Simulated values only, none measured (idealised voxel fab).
Presented below is a process module, voxel capacitor over wiring.
Square cells of 5 nm make up the cross-section cut, whose width is 255 nm.
Bands, listed from the top down, are how a cross-section gets written in this document; the cross-section itself is a grid of square cells, and a band is one or more rows of them. Basically the band line says how high the top is and how high the bottom is, in nm, and then what's in it from left to right, every material with its width in nm. Empty space shows up as "blank", and if a single material carries "edge to edge" it runs the full band edge to edge. Zero point of the height axis is 0; under it, received wafer = one material. Lowest band: continues down indefinitely, "0 nm and below". When a width is written as two numbers, as in "30->40", the first number is the width in the top row of cells of the band and the second is the width in its bottom row, and the width changes by the same amount from each row to the next. You'll sometimes find "no alterations made" written for a step, and that's the way of saying that nowhere in the cross-section did a cell change during that step. "Enclosed cavity list" specifies each empty space that is not open to the top and that occupies no fewer than 8 cells, using the form width x height at distance, the distance measured from the left edge and all three quantities in nm. The remark found on a step's line after its settings is issued by the simulator itself and pertains to that step. The setting "overlay nm" may be written on the line of a step. When the step uses a mask, the value reports how far to the right of the planned place the mask lay, and a negative value reports that it lay to the left.

**These are the steps we planned for the process**
1: RECEIVE: material Si
2: CONFORMAL_DEP: material SiO2, thk nm 15
3: DIRECTIONAL_DEP: material TiN, thk nm 5
4: DIRECTIONAL_DEP: material W, thk nm 15
5: MASKED_ETCH: tone cover, mask id METAL_1, width nm 25, pitch nm 85, etch materials W, depth nm 15, overlay nm 0
6: MASKED_ETCH: tone cover, mask id METAL_1, width nm 25, pitch nm 85, etch materials TiN, depth nm 5, overlay nm 0
7: CONFORMAL_DEP: material SiCN, thk nm 5
8: FILL_DEP: material lowk, thk nm 10
9: CMP: height nm 35
10: CONFORMAL_DEP: material SiCN, thk nm 5
11: DIRECTIONAL_DEP: material lowk, thk nm 10
12: DIRECTIONAL_DEP: material aC, thk nm 15
13: PATTERN: tone open, mask id PLUG_1, material resist, width nm 15, thk nm 30, overlay nm 0
14: DIRECTIONAL_ETCH: etch materials aC, depth nm 15
15: STRIP: etch materials resist
16: DIRECTIONAL_ETCH: etch materials lowk, depth nm 10
17: DIRECTIONAL_ETCH: etch materials SiCN, depth nm 5
18: STRIP: etch materials aC
19: CONFORMAL_DEP: material TiN, thk nm 5
20: FILL_DEP: material Cu, thk nm 5
21: CMP: height nm 50
22: DIRECTIONAL_DEP: material TiN, thk nm 5
23: DIRECTIONAL_DEP: material HfO2, thk nm 5
24: DIRECTIONAL_DEP: material TiN, thk nm 10
25: DIRECTIONAL_DEP: material aC, thk nm 15
26: PATTERN: tone cover, mask id UPPER_PLATE, material resist, width nm 55, thk nm 35, overlay nm 0
27: DIRECTIONAL_ETCH: etch materials aC, depth nm 15
28: STRIP: etch materials resist
29: DIRECTIONAL_ETCH: etch materials TiN, depth nm 10
30: DIRECTIONAL_ETCH: etch materials HfO2, depth nm 5
31: STRIP: etch materials aC
32: DIRECTIONAL_DEP: material aC, thk nm 15
33: PATTERN: tone cover, mask id LOWER_PLATE, material resist, width nm 75, thk nm 30, overlay nm 0
34: DIRECTIONAL_ETCH: etch materials aC, depth nm 15
35: STRIP: etch materials resist
36: DIRECTIONAL_ETCH: etch materials TiN, depth nm 5
37: STRIP: etch materials aC
38: FILL_DEP: material SiO2, thk nm 20
39: CMP: height nm 85
40: PATTERN: tone open, mask id PLUG_2, material resist, width nm 15, thk nm 15, overlay nm 0
41: DIRECTIONAL_ETCH: etch materials SiO2, depth nm 15
42: STRIP: etch materials resist
43: CONFORMAL_DEP: material TiN, thk nm 5
44: FILL_DEP: material Cu, thk nm 5
45: CMP: height nm 85
46: CONFORMAL_DEP: material SiCN, thk nm 5
Split variable: width nm, step 26. Plan value = first wafer. Wafers start alike.

**Cross-section: the first of several wafers in its as-received state, i.e. following step 1**
  0 nm and below = Si edge to edge
  Enclosed cavity list: none

**Shown in cross-section: the first of several wafers at the end of the module, after its last step, step 46**
  90 nm to 85 nm = SiCN edge to edge
  85 nm to 75 nm = 90 SiO2 / 5 TiN / 5 Cu / 5 TiN / 150 SiO2
  75 nm to 70 nm = 90 SiO2 / 15 TiN / 150 SiO2
  70 nm to 60 nm = 85 SiO2 / 55 TiN / 115 SiO2
  60 nm to 55 nm = 85 SiO2 / 55 HfO2 / 115 SiO2
  55 nm to 50 nm = 75 SiO2 / 75 TiN / 105 SiO2
  50 nm to 40 nm = 80 lowk / 5 TiN / 5 Cu / 5 TiN / 160 lowk
  40 nm to 35 nm = 80 SiCN / 15 TiN / 160 SiCN
  35 nm to 20 nm = 65 lowk / 5 SiCN / 25 W / 5 SiCN / 50 lowk / 5 SiCN / 25 W / 5 SiCN / 70 lowk
  20 nm to 15 nm = 70 SiCN / 25 TiN / 60 SiCN / 25 TiN / 75 SiCN
  15 nm to 0 nm = SiO2 edge to edge
  0 nm and below = Si edge to edge
  Enclosed cavity list: none

**Of the several wafers, the last: cross-section at the end of the module**
  90 nm to 85 nm = SiCN edge to edge
  85 nm to 75 nm = 90 SiO2 / 5 TiN / 5 Cu / 5 TiN / 150 SiO2
  75 nm to 65 nm = 90->75 SiO2 / 15->75 TiN / 150->105 SiO2
  65 nm to 60 nm = 75 SiO2 / 80 TiN / 100 SiO2
  60 nm to 55 nm = 75 SiO2 / 80 HfO2 / 100 SiO2
  55 nm to 50 nm = 75 SiO2 / 80 TiN / 100 SiO2
  50 nm to 40 nm = 80 lowk / 5 TiN / 5 Cu / 5 TiN / 160 lowk
  40 nm to 35 nm = 80 SiCN / 15 TiN / 160 SiCN
  35 nm to 20 nm = 65 lowk / 5 SiCN / 25 W / 5 SiCN / 50 lowk / 5 SiCN / 25 W / 5 SiCN / 70 lowk
  20 nm to 15 nm = 70 SiCN / 25 TiN / 60 SiCN / 25 TiN / 75 SiCN
  15 nm to 0 nm = SiO2 edge to edge
  0 nm and below = Si edge to edge
  Enclosed cavity list: none

**Where each wafer stands at the end of the module, a row apiece: cells of each material gained (+) or lost (-) since it was received, then closed voids**
width nm 55; +4 Cu; +11 HfO2; +152 SiCN; +453 SiO2; +61 TiN; +30 W; +207 lowk; Enclosed cavity list: none
width nm 60; +4 Cu; +12 HfO2; +152 SiCN; +450 SiO2; +63 TiN; +30 W; +207 lowk; Enclosed cavity list: none
width nm 65; +4 Cu; +13 HfO2; +152 SiCN; +447 SiO2; +65 TiN; +30 W; +207 lowk; Enclosed cavity list: none
width nm 70; +4 Cu; +14 HfO2; +152 SiCN; +444 SiO2; +67 TiN; +30 W; +207 lowk; Enclosed cavity list: none
width nm 75; +4 Cu; +15 HfO2; +152 SiCN; +441 SiO2; +69 TiN; +30 W; +207 lowk; Enclosed cavity list: none
width nm 80; +4 Cu; +16 HfO2; +152 SiCN; +438 SiO2; +71 TiN; +30 W; +207 lowk; Enclosed cavity list: none
